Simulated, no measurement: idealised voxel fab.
process module | voxel transistor to metal
cross-section cut | 185 nm wide | cells 5 nm
A cross-section is a grid of square cells, given in bands from the top down. A band is one or more rows of cells.
Each band's line starts with the height of the band's top and of its bottom, in nm. Then come its materials from left to right, each with its width in nm. One material with "throughout" fills the band from edge to edge. "air" is empty space.
Height 0 is the level under which the wafer as received is all one material. The lowest band goes on downwards, as in "0 down".
A width such as "30 to 40" changes by the same amount from each row of cells to the next, from the band's top row to its bottom row.
"no change" after a step means that no cell of the cross-section changed.
closed voids: empty space of 8 cells or more with no open way to the top, each as width x height at its distance from the left edge, in nm
after a step's settings: what the simulator itself notes on the step
overlay nm, on a step with a mask: how far to the right of its planned place the mask lay; to the left if negative
plan
1 op RECEIVE | material Si
2 op OXIDIZE | depth nm 5
3 op CONFORMAL_DEP | material SiN | thk nm 15
4 op MASKED_ETCH | tone cover | mask id ACTIVE | width nm 130 | etch materials SiN | depth nm 15 | overlay nm 0
5 op MASKED_ETCH | tone cover | mask id ACTIVE | width nm 130 | etch materials SiO2 | depth nm 5 | overlay nm 0
6 op MASKED_ETCH | tone cover | mask id ACTIVE | width nm 130 | etch materials Si | depth nm 35 | overlay nm 0
7 op FILL_DEP | material SiO2 | thk nm 10
8 op CMP | height nm 15
9 op SELECTIVE_ETCH | etch materials SiO2 | depth nm 10
10 op STRIP | etch materials SiN
11 op SELECTIVE_ETCH | etch materials SiO2 | depth nm 5
12 op OXIDIZE | depth nm 5
13 op DIRECTIONAL_DEP | material polySi | thk nm 25
14 op DIRECTIONAL_DEP | material SiCN | thk nm 10
15 op DIRECTIONAL_DEP | material aC | thk nm 15
16 op PATTERN | tone cover | mask id GATE | material resist | width nm 30 | thk nm 30 | overlay nm 0
17 op DIRECTIONAL_ETCH | etch materials aC | depth nm 15
18 op STRIP | etch materials resist
19 op DIRECTIONAL_ETCH | etch materials SiCN | depth nm 20
20 op DIRECTIONAL_ETCH | etch materials polySi | depth nm 35
21 op STRIP | etch materials aC
22 op CONFORMAL_DEP | material SiO2 | thk nm 5
23 op DIRECTIONAL_ETCH | etch materials SiO2 | depth nm 5
24 op CONFORMAL_DEP | material SiN | thk nm 10
25 op DIRECTIONAL_ETCH | etch materials SiN | depth nm 10
26 op DIRECTIONAL_ETCH | etch materials SiO2 | depth nm 5
27 op DIRECTIONAL_ETCH | etch materials Si | depth nm 5
28 op EPI | material pSi | thk nm 5
29 op FILL_DEP | material SiO2 | thk nm 10
30 op CMP | height nm 20
31 op STRIP | etch materials polySi
32 op SELECTIVE_ETCH | etch materials SiO2 | depth nm 5
33 op CONFORMAL_DEP | material HfO2 | thk nm 5
34 op CONFORMAL_DEP | material TiN | thk nm 5
35 op FILL_DEP | material W | thk nm 5
36 op CMP | height nm 15
37 op DIRECTIONAL_DEP | material SiO2 | thk nm 10
38 op PATTERN | tone open | mask id CONTACT | material resist | width nm 20 | pitch nm 90 | thk nm 20 | overlay nm 0
39 op DIRECTIONAL_ETCH | etch materials SiO2 | depth nm 35
40 op STRIP | etch materials resist
41 op CONFORMAL_DEP | material TiN | thk nm 5
42 op FILL_DEP | material Ru | thk nm 5
43 op CMP | height nm 25
44 op DIRECTIONAL_DEP | material TiN | thk nm 5
45 op DIRECTIONAL_DEP | material Ru | thk nm 20
46 op MASKED_ETCH | tone cover | mask id METAL_1 | width nm 20 | pitch nm 90 | etch materials Ru | depth nm 20 | overlay nm 0
47 op MASKED_ETCH | tone cover | mask id METAL_1 | width nm 20 | pitch nm 90 | etch materials TiN | depth nm 5 | overlay nm 0
48 op FILL_DEP | material SiO2 | thk nm 5
49 op CMP | height nm 50
50 op CONFORMAL_DEP | material SiN | thk nm 5
first wafer, as planned
as received, after step 1
  0 down: Si throughout
  closed voids: none
after step 2
  0 to -5: SiO2 throughout
  below -5: unchanged
after step 3
  15 to 0: SiN throughout
  below 0: unchanged
after step 4
  15 to 0: air 25 | SiN 130 | air 30
  below 0: unchanged
after step 5
  15 to 0: air 25 | SiN 130 | air 30
  0 to -5: air 25 | SiO2 130 | air 30
  below -5: unchanged
after step 6
  15 to 0: air 25 | SiN 130 | air 30
  0 to -5: air 25 | SiO2 130 | air 30
  -5 to -40: air 25 | Si 130 | air 30
  below -40: unchanged
after step 7
  25 to 15: SiO2 throughout
  15 to 0: SiO2 25 | SiN 130 | SiO2 30
  0 to -5: SiO2 throughout
  -5 to -40: SiO2 25 | Si 130 | SiO2 30
  below -40: unchanged
after step 8
  15 to 0: SiO2 25 | SiN 130 | SiO2 30
  below 0: unchanged
after step 9
  15 to 5: air 25 | SiN 130 | air 30
  below 5: unchanged
after step 10
  5 to 0: SiO2 25 | air 130 | SiO2 30
  below 0: unchanged
after step 11
  0 to -5: SiO2 20 | air 140 | SiO2 25
  below -5: unchanged
after step 12
  0 to -5: SiO2 20 | air 140 | SiO2 25
  -5 to -10: SiO2 throughout
  below -10: unchanged
after step 13
  25 to 20: polySi 20 | air 140 | polySi 25
  20 to 0: polySi throughout
  0 to -5: SiO2 20 | polySi 140 | SiO2 25
  below -5: unchanged
after step 14
  35 to 30: SiCN 20 | air 140 | SiCN 25
  30 to 25: SiCN throughout
  25 to 20: polySi 20 | SiCN 140 | polySi 25
  below 20: unchanged
after step 15
  50 to 45: aC 20 | air 140 | aC 25
  45 to 35: aC throughout
  35 to 30: SiCN 20 | aC 140 | SiCN 25
  below 30: unchanged
after step 16
  80 to 50: air 75 | resist 30 | air 80
  50 to 45: aC 20 | air 55 | resist 30 | air 55 | aC 25
  below 45: unchanged
after step 17
  65 to 45: air 75 | resist 30 | air 80
  45 to 35: air 75 | aC 30 | air 80
  35 to 30: SiCN 20 | air 55 | aC 30 | air 55 | SiCN 25
  below 30: unchanged
after step 18
  45 to 35: air 75 | aC 30 | air 80
  below 35: unchanged
after step 19
  45 to 30: air 75 | aC 30 | air 80
  30 to 25: air 75 | SiCN 30 | air 80
  25 to 20: polySi 20 | air 55 | SiCN 30 | air 55 | polySi 25
  below 20: unchanged
after step 20
  45 to 30: air 75 | aC 30 | air 80
  30 to 20: air 75 | SiCN 30 | air 80
  20 to 0: air 75 | polySi 30 | air 80
  0 to -5: SiO2 20 | air 55 | polySi 30 | air 55 | SiO2 25
  below -5: unchanged
after step 21
  30 to 20: air 75 | SiCN 30 | air 80
  below 20: unchanged
after step 22
  35 to 30: air 70 | SiO2 40 | air 75
  30 to 20: air 70 | SiO2 5 | SiCN 30 | SiO2 5 | air 75
  20 to 5: air 70 | SiO2 5 | polySi 30 | SiO2 5 | air 75
  5 to 0: SiO2 25 | air 45 | SiO2 5 | polySi 30 | SiO2 5 | air 45 | SiO2 30
  0 to -5: SiO2 75 | polySi 30 | SiO2 80
  below -5: unchanged
after step 23
  30 to 20: air 70 | SiO2 5 | SiCN 30 | SiO2 5 | air 75
  20 to 0: air 70 | SiO2 5 | polySi 30 | SiO2 5 | air 75
  0 to -5: SiO2 25 | air 45 | SiO2 5 | polySi 30 | SiO2 5 | air 45 | SiO2 30
  below -5: unchanged
after step 24
  40 to 30: air 60 | SiN 60 | air 65
  30 to 20: air 60 | SiN 10 | SiO2 5 | SiCN 30 | SiO2 5 | SiN 10 | air 65
  20 to 10: air 60 | SiN 10 | SiO2 5 | polySi 30 | SiO2 5 | SiN 10 | air 65
  10 to 5: SiN 35 | air 25 | SiN 10 | SiO2 5 | polySi 30 | SiO2 5 | SiN 10 | air 25 | SiN 40
  5 to 0: SiN 70 | SiO2 5 | polySi 30 | SiO2 5 | SiN 75
  0 to -5: SiO2 25 | SiN 45 | SiO2 5 | polySi 30 | SiO2 5 | SiN 45 | SiO2 30
  below -5: unchanged
after step 25
  30 to 20: air 60 | SiN 10 | SiO2 5 | SiCN 30 | SiO2 5 | SiN 10 | air 65
  20 to 0: air 60 | SiN 10 | SiO2 5 | polySi 30 | SiO2 5 | SiN 10 | air 65
  0 to -5: SiO2 25 | SiN 10 | air 25 | SiN 10 | SiO2 5 | polySi 30 | SiO2 5 | SiN 10 | air 25 | SiN 10 | SiO2 30
  below -5: unchanged
after step 26
  30 to 25: air 60 | SiN 10 | air 5 | SiCN 30 | air 5 | SiN 10 | air 65
  25 to 20: air 60 | SiN 10 | SiO2 5 | SiCN 30 | SiO2 5 | SiN 10 | air 65
  20 to 0: air 60 | SiN 10 | SiO2 5 | polySi 30 | SiO2 5 | SiN 10 | air 65
  0 to -5: air 25 | SiN 10 | air 25 | SiN 10 | SiO2 5 | polySi 30 | SiO2 5 | SiN 10 | air 25 | SiN 10 | air 30
  -5 to -10: SiO2 35 | air 25 | SiO2 60 | air 25 | SiO2 40
  below -10: unchanged
after step 27
  30 to 25: air 60 | SiN 10 | air 5 | SiCN 30 | air 5 | SiN 10 | air 65
  25 to 20: air 60 | SiN 10 | SiO2 5 | SiCN 30 | SiO2 5 | SiN 10 | air 65
  20 to 0: air 60 | SiN 10 | SiO2 5 | polySi 30 | SiO2 5 | SiN 10 | air 65
  0 to -5: air 25 | SiN 10 | air 25 | SiN 10 | SiO2 5 | polySi 30 | SiO2 5 | SiN 10 | air 25 | SiN 10 | air 30
  -5 to -10: SiO2 35 | air 25 | SiO2 60 | air 25 | SiO2 40
  -10 to -15: SiO2 25 | Si 10 | air 25 | Si 60 | air 25 | Si 10 | SiO2 30
  below -15: unchanged
after step 28
  30 to 25: air 60 | SiN 10 | air 5 | SiCN 30 | air 5 | SiN 10 | air 65
  25 to 20: air 60 | SiN 10 | SiO2 5 | SiCN 30 | SiO2 5 | SiN 10 | air 65
  20 to 0: air 60 | SiN 10 | SiO2 5 | polySi 30 | SiO2 5 | SiN 10 | air 65
  0 to -5: air 25 | SiN 10 | air 25 | SiN 10 | SiO2 5 | polySi 30 | SiO2 5 | SiN 10 | air 25 | SiN 10 | air 30
  -5 to -10: SiO2 35 | pSi 5 | air 15 | pSi 5 | SiO2 60 | pSi 5 | air 15 | pSi 5 | SiO2 40
  -10 to -15: SiO2 25 | Si 10 | pSi 25 | Si 60 | pSi 25 | Si 10 | SiO2 30
  below -15: unchanged
after step 29
  40 to 30: SiO2 throughout
  30 to 20: SiO2 60 | SiN 10 | SiO2 5 | SiCN 30 | SiO2 5 | SiN 10 | SiO2 65
  20 to 0: SiO2 60 | SiN 10 | SiO2 5 | polySi 30 | SiO2 5 | SiN 10 | SiO2 65
  0 to -5: SiO2 25 | SiN 10 | SiO2 25 | SiN 10 | SiO2 5 | polySi 30 | SiO2 5 | SiN 10 | SiO2 25 | SiN 10 | SiO2 30
  -5 to -10: SiO2 35 | pSi 5 | SiO2 15 | pSi 5 | SiO2 60 | pSi 5 | SiO2 15 | pSi 5 | SiO2 40
  below -10: unchanged
after step 30
  20 to 0: SiO2 60 | SiN 10 | SiO2 5 | polySi 30 | SiO2 5 | SiN 10 | SiO2 65
  below 0: unchanged
after step 31
  20 to 0: SiO2 60 | SiN 10 | SiO2 5 | air 30 | SiO2 5 | SiN 10 | SiO2 65
  0 to -5: SiO2 25 | SiN 10 | SiO2 25 | SiN 10 | SiO2 5 | air 30 | SiO2 5 | SiN 10 | SiO2 25 | SiN 10 | SiO2 30
  below -5: unchanged
after step 32
  20 to 15: air 60 | SiN 10 | air 40 | SiN 10 | air 65
  15 to 0: SiO2 60 | SiN 10 | air 40 | SiN 10 | SiO2 65
  0 to -5: SiO2 25 | SiN 10 | SiO2 25 | SiN 10 | air 40 | SiN 10 | SiO2 25 | SiN 10 | SiO2 30
  -5 to -10: SiO2 35 | pSi 5 | SiO2 15 | pSi 5 | SiO2 10 | air 40 | SiO2 10 | pSi 5 | SiO2 15 | pSi 5 | SiO2 40
  below -10: unchanged
after step 33
  25 to 20: air 55 | HfO2 20 | air 30 | HfO2 20 | air 60
  20 to 15: HfO2 60 | SiN 10 | HfO2 5 | air 30 | HfO2 5 | SiN 10 | HfO2 65
  15 to 0: SiO2 60 | SiN 10 | HfO2 5 | air 30 | HfO2 5 | SiN 10 | SiO2 65
  0 to -5: SiO2 25 | SiN 10 | SiO2 25 | SiN 10 | HfO2 5 | air 30 | HfO2 5 | SiN 10 | SiO2 25 | SiN 10 | SiO2 30
  -5 to -10: SiO2 35 | pSi 5 | SiO2 15 | pSi 5 | SiO2 10 | HfO2 40 | SiO2 10 | pSi 5 | SiO2 15 | pSi 5 | SiO2 40
  below -10: unchanged
after step 34
  30 to 25: air 50 | TiN 30 | air 20 | TiN 30 | air 55
  25 to 20: TiN 55 | HfO2 20 | TiN 5 | air 20 | TiN 5 | HfO2 20 | TiN 60
  20 to 15: HfO2 60 | SiN 10 | HfO2 5 | TiN 5 | air 20 | TiN 5 | HfO2 5 | SiN 10 | HfO2 65
  15 to 0: SiO2 60 | SiN 10 | HfO2 5 | TiN 5 | air 20 | TiN 5 | HfO2 5 | SiN 10 | SiO2 65
  0 to -5: SiO2 25 | SiN 10 | SiO2 25 | SiN 10 | HfO2 5 | TiN 30 | HfO2 5 | SiN 10 | SiO2 25 | SiN 10 | SiO2 30
  below -5: unchanged
after step 35
  35 to 30: W throughout
  30 to 25: W 50 | TiN 30 | W 20 | TiN 30 | W 55
  25 to 20: TiN 55 | HfO2 20 | TiN 5 | W 20 | TiN 5 | HfO2 20 | TiN 60
  20 to 15: HfO2 60 | SiN 10 | HfO2 5 | TiN 5 | W 20 | TiN 5 | HfO2 5 | SiN 10 | HfO2 65
  15 to 0: SiO2 60 | SiN 10 | HfO2 5 | TiN 5 | W 20 | TiN 5 | HfO2 5 | SiN 10 | SiO2 65
  below 0: unchanged
after step 36
  15 to 0: SiO2 60 | SiN 10 | HfO2 5 | TiN 5 | W 20 | TiN 5 | HfO2 5 | SiN 10 | SiO2 65
  below 0: unchanged
after step 37
  25 to 15: SiO2 throughout
  below 15: unchanged
after step 38
  45 to 25: resist 35 | air 20 | resist 70 | air 20 | resist 40
  below 25: unchanged
after step 39
  45 to 25: resist 35 | air 20 | resist 70 | air 20 | resist 40
  25 to 15: SiO2 35 | air 20 | SiO2 70 | air 20 | SiO2 40
  15 to 0: SiO2 35 | air 20 | SiO2 5 | SiN 10 | HfO2 5 | TiN 5 | W 20 | TiN 5 | HfO2 5 | SiN 10 | SiO2 5 | air 20 | SiO2 40
  0 to -5: SiO2 25 | SiN 10 | air 20 | SiO2 5 | SiN 10 | HfO2 5 | TiN 30 | HfO2 5 | SiN 10 | SiO2 5 | air 20 | SiN 10 | SiO2 30
  -5 to -10: SiO2 35 | pSi 5 | air 15 | pSi 5 | SiO2 10 | HfO2 40 | SiO2 10 | pSi 5 | air 15 | pSi 5 | SiO2 40
  below -10: unchanged
after step 40
  25 to 15: SiO2 35 | air 20 | SiO2 70 | air 20 | SiO2 40
  below 15: unchanged
after step 41
  30 to 25: TiN 40 | air 10 | TiN 80 | air 10 | TiN 45
  25 to 15: SiO2 35 | TiN 5 | air 10 | TiN 5 | SiO2 70 | TiN 5 | air 10 | TiN 5 | SiO2 40
  15 to 0: SiO2 35 | TiN 5 | air 10 | TiN 5 | SiO2 5 | SiN 10 | HfO2 5 | TiN 5 | W 20 | TiN 5 | HfO2 5 | SiN 10 | SiO2 5 | TiN 5 | air 10 | TiN 5 | SiO2 40
  0 to -5: SiO2 25 | SiN 10 | TiN 10 | air 5 | TiN 5 | SiO2 5 | SiN 10 | HfO2 5 | TiN 30 | HfO2 5 | SiN 10 | SiO2 5 | TiN 5 | air 5 | TiN 10 | SiN 10 | SiO2 30
  -5 to -10: SiO2 35 | pSi 5 | TiN 15 | pSi 5 | SiO2 10 | HfO2 40 | SiO2 10 | pSi 5 | TiN 15 | pSi 5 | SiO2 40
  below -10: unchanged
after step 42
  35 to 30: Ru throughout
  30 to 25: TiN 40 | Ru 10 | TiN 80 | Ru 10 | TiN 45
  25 to 15: SiO2 35 | TiN 5 | Ru 10 | TiN 5 | SiO2 70 | TiN 5 | Ru 10 | TiN 5 | SiO2 40
  15 to 0: SiO2 35 | TiN 5 | Ru 10 | TiN 5 | SiO2 5 | SiN 10 | HfO2 5 | TiN 5 | W 20 | TiN 5 | HfO2 5 | SiN 10 | SiO2 5 | TiN 5 | Ru 10 | TiN 5 | SiO2 40
  0 to -5: SiO2 25 | SiN 10 | TiN 10 | Ru 5 | TiN 5 | SiO2 5 | SiN 10 | HfO2 5 | TiN 30 | HfO2 5 | SiN 10 | SiO2 5 | TiN 5 | Ru 5 | TiN 10 | SiN 10 | SiO2 30
  below -5: unchanged
after step 43
  25 to 15: SiO2 35 | TiN 5 | Ru 10 | TiN 5 | SiO2 70 | TiN 5 | Ru 10 | TiN 5 | SiO2 40
  below 15: unchanged
after step 44
  30 to 25: TiN throughout
  below 25: unchanged
after step 45
  50 to 30: Ru throughout
  below 30: unchanged
after step 46
  50 to 30: air 35 | Ru 20 | air 70 | Ru 20 | air 40
  below 30: unchanged
after step 47
  50 to 30: air 35 | Ru 20 | air 70 | Ru 20 | air 40
  30 to 25: air 35 | TiN 20 | air 70 | TiN 20 | air 40
  below 25: unchanged
after step 48
  55 to 50: SiO2 throughout
  50 to 30: SiO2 35 | Ru 20 | SiO2 70 | Ru 20 | SiO2 40
  30 to 25: SiO2 35 | TiN 20 | SiO2 70 | TiN 20 | SiO2 40
  below 25: unchanged
after step 49
  50 to 30: SiO2 35 | Ru 20 | SiO2 70 | Ru 20 | SiO2 40
  below 30: unchanged
after step 50
  55 to 50: SiN throughout
  below 50: unchanged
second wafer: like start, like plan, one mistake. Through step 23 it matches the first wafer
when step 24 should have ended: no change
when step 25 should have ended: no change
when step 26 should have ended
  30 to 25: air 75 | SiCN 30 | air 80
  25 to 20: air 70 | SiO2 5 | SiCN 30 | SiO2 5 | air 75
  20 to -5: air 70 | SiO2 5 | polySi 30 | SiO2 5 | air 75
  -5 to -10: SiO2 25 | air 45 | SiO2 40 | air 45 | SiO2 30
  below -10: unchanged
when step 27 should have ended
  30 to 25: air 75 | SiCN 30 | air 80
  25 to 20: air 70 | SiO2 5 | SiCN 30 | SiO2 5 | air 75
  20 to -5: air 70 | SiO2 5 | polySi 30 | SiO2 5 | air 75
  -5 to -10: SiO2 25 | air 45 | SiO2 40 | air 45 | SiO2 30
  -10 to -15: SiO2 25 | air 45 | Si 40 | air 45 | SiO2 30
  below -15: unchanged
when step 28 should have ended
  30 to 25: air 75 | SiCN 30 | air 80
  25 to 20: air 70 | SiO2 5 | SiCN 30 | SiO2 5 | air 75
  20 to -5: air 70 | SiO2 5 | polySi 30 | SiO2 5 | air 75
  -5 to -10: SiO2 25 | air 40 | pSi 5 | SiO2 40 | pSi 5 | air 40 | SiO2 30
  -10 to -15: SiO2 25 | pSi 45 | Si 40 | pSi 45 | SiO2 30
  below -15: unchanged
when step 29 should have ended
  40 to 30: SiO2 throughout
  30 to 20: SiO2 75 | SiCN 30 | SiO2 80
  20 to -5: SiO2 75 | polySi 30 | SiO2 80
  -5 to -10: SiO2 65 | pSi 5 | SiO2 40 | pSi 5 | SiO2 70
  below -10: unchanged
when step 30 should have ended
  20 to -5: SiO2 75 | polySi 30 | SiO2 80
  below -5: unchanged
when step 31 should have ended
  20 to -5: SiO2 75 | air 30 | SiO2 80
  below -5: unchanged
when step 32 should have ended
  15 to -5: SiO2 70 | air 40 | SiO2 75
  -5 to -10: SiO2 65 | pSi 5 | air 40 | pSi 5 | SiO2 70
  below -10: unchanged
when step 33 should have ended
  20 to 15: HfO2 75 | air 30 | HfO2 80
  15 to -5: SiO2 70 | HfO2 5 | air 30 | HfO2 5 | SiO2 75
  -5 to -10: SiO2 65 | pSi 5 | HfO2 40 | pSi 5 | SiO2 70
  below -10: unchanged
when step 34 should have ended
  25 to 20: TiN 80 | air 20 | TiN 85
  20 to 15: HfO2 75 | TiN 5 | air 20 | TiN 5 | HfO2 80
  15 to 0: SiO2 70 | HfO2 5 | TiN 5 | air 20 | TiN 5 | HfO2 5 | SiO2 75
  0 to -5: SiO2 70 | HfO2 5 | TiN 30 | HfO2 5 | SiO2 75
  below -5: unchanged
when step 35 should have ended
  30 to 25: W throughout
  25 to 20: TiN 80 | W 20 | TiN 85
  20 to 15: HfO2 75 | TiN 5 | W 20 | TiN 5 | HfO2 80
  15 to 0: SiO2 70 | HfO2 5 | TiN 5 | W 20 | TiN 5 | HfO2 5 | SiO2 75
  below 0: unchanged
when step 36 should have ended
  15 to 0: SiO2 70 | HfO2 5 | TiN 5 | W 20 | TiN 5 | HfO2 5 | SiO2 75
  below 0: unchanged
when step 37 should have ended
  25 to 15: SiO2 throughout
  below 15: unchanged
when step 38 should have ended
  45 to 25: resist 35 | air 20 | resist 70 | air 20 | resist 40
  below 25: unchanged
when step 39 should have ended
  45 to 25: resist 35 | air 20 | resist 70 | air 20 | resist 40
  25 to 15: SiO2 35 | air 20 | SiO2 70 | air 20 | SiO2 40
  15 to 0: SiO2 35 | air 20 | SiO2 15 | HfO2 5 | TiN 5 | W 20 | TiN 5 | HfO2 5 | SiO2 15 | air 20 | SiO2 40
  0 to -5: SiO2 35 | air 20 | SiO2 15 | HfO2 5 | TiN 30 | HfO2 5 | SiO2 15 | air 20 | SiO2 40
  -5 to -10: SiO2 35 | air 20 | SiO2 10 | pSi 5 | HfO2 40 | pSi 5 | SiO2 10 | air 20 | SiO2 40
  below -10: unchanged
when step 40 should have ended
  25 to 15: SiO2 35 | air 20 | SiO2 70 | air 20 | SiO2 40
  below 15: unchanged
when step 41 should have ended
  30 to 25: TiN 40 | air 10 | TiN 80 | air 10 | TiN 45
  25 to 15: SiO2 35 | TiN 5 | air 10 | TiN 5 | SiO2 70 | TiN 5 | air 10 | TiN 5 | SiO2 40
  15 to 0: SiO2 35 | TiN 5 | air 10 | TiN 5 | SiO2 15 | HfO2 5 | TiN 5 | W 20 | TiN 5 | HfO2 5 | SiO2 15 | TiN 5 | air 10 | TiN 5 | SiO2 40
  0 to -5: SiO2 35 | TiN 5 | air 10 | TiN 5 | SiO2 15 | HfO2 5 | TiN 30 | HfO2 5 | SiO2 15 | TiN 5 | air 10 | TiN 5 | SiO2 40
  -5 to -10: SiO2 35 | TiN 20 | SiO2 10 | pSi 5 | HfO2 40 | pSi 5 | SiO2 10 | TiN 20 | SiO2 40
  below -10: unchanged
when step 42 should have ended
  35 to 30: Ru throughout
  30 to 25: TiN 40 | Ru 10 | TiN 80 | Ru 10 | TiN 45
  25 to 15: SiO2 35 | TiN 5 | Ru 10 | TiN 5 | SiO2 70 | TiN 5 | Ru 10 | TiN 5 | SiO2 40
  15 to 0: SiO2 35 | TiN 5 | Ru 10 | TiN 5 | SiO2 15 | HfO2 5 | TiN 5 | W 20 | TiN 5 | HfO2 5 | SiO2 15 | TiN 5 | Ru 10 | TiN 5 | SiO2 40
  0 to -5: SiO2 35 | TiN 5 | Ru 10 | TiN 5 | SiO2 15 | HfO2 5 | TiN 30 | HfO2 5 | SiO2 15 | TiN 5 | Ru 10 | TiN 5 | SiO2 40
  below -5: unchanged
when step 43 should have ended
  25 to 15: SiO2 35 | TiN 5 | Ru 10 | TiN 5 | SiO2 70 | TiN 5 | Ru 10 | TiN 5 | SiO2 40
  below 15: unchanged
when step 44 should have ended
  30 to 25: TiN throughout
  below 25: unchanged
when step 45 should have ended
  50 to 30: Ru throughout
  below 30: unchanged
when step 46 should have ended
  50 to 30: air 35 | Ru 20 | air 70 | Ru 20 | air 40
  below 30: unchanged
when step 47 should have ended
  50 to 30: air 35 | Ru 20 | air 70 | Ru 20 | air 40
  30 to 25: air 35 | TiN 20 | air 70 | TiN 20 | air 40
  below 25: unchanged
when step 48 should have ended
  55 to 50: SiO2 throughout
  50 to 30: SiO2 35 | Ru 20 | SiO2 70 | Ru 20 | SiO2 40
  30 to 25: SiO2 35 | TiN 20 | SiO2 70 | TiN 20 | SiO2 40
  below 25: unchanged
when step 49 should have ended
  50 to 30: SiO2 35 | Ru 20 | SiO2 70 | Ru 20 | SiO2 40
  below 30: unchanged
when step 50 should have ended
  55 to 50: SiN throughout
  below 50: unchanged
what went wrong: step 24 was left out
at the end the second wafer has, in cells: 2 more of Ru | 8 fewer of Si | 20 fewer of SiN | 20 more of SiO2 | 6 more of pSi
